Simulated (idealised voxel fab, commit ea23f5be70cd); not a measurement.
Process module, titled voxel ribs on slabs
Square cells of 5 nm make up the cross-section cut, whose width is 255 nm.
Notation: cross-section as square-cell grid; stated in bands, top first, going down; one or more cell rows per band. Top, bottom (nm), then materials left to right with widths (nm); lone material tagged "edge to edge" fills the whole band edge to edge; "empty" = empty space. Beneath 0, the wafer as received is one material, and that level is where height counting begins. The lowest band goes on downward without a bottom; it is written like "0 down". Width "30->40": first value at the band's top row of cells, second value at its bottom row, equal change from row to row. A step reported as "no alterations made" is a step in which no cell of the cross-section changed. "Listed closed voids" means: voids of 8 cells or more that are shut off from the top with no open way through. Written width x height at distance, distance from the left edge, in nm. Formally, on a step line, whatever follows the settings is a remark that the simulator itself makes on the step. overlay nm: for a step with a mask, the amount by which the mask lay right of where it was planned; a negative amount means left of it. Reading key. Pairs: pre-step and post-step cross-section, one process step apart; post-step view only to lowest changed band. Step between + settings: beneath pair. Runs: pairs may be from different runs of this module, same starting wafer. Continuation from pair above: only where "State before step" entry says.
# State before step
> 65 to 60: 110 nm empty, then 30 nm TiN, then 115 nm empty
> 60 to 50: SiO2 edge to edge
> 50 to 45: 90 nm SiO2, then 25 nm polySi, then 20 nm SiO2, then 25 nm polySi, then 95 nm SiO2
> 45 to 30: 90 nm SiO2, then 70 nm polySi, then 95 nm SiO2
> 30 to 25: polySi edge to edge
> 25 to 0: SiO2 edge to edge
> 0 down: Si edge to edge
> Listed closed voids: none
# Post-Step Appearance
> 75 to 70: 100 nm empty, then 50 nm SiO2, then 105 nm empty
> 70 to 65: SiO2 edge to edge
> 65 to 60: 110 nm SiO2, then 30 nm TiN, then 115 nm SiO2
> Lower than 60, everything is as it was.
> Listed closed voids: none
Step that separates the before view from the after view above: CONFORMAL_DEP,material SiO2,thk nm 10
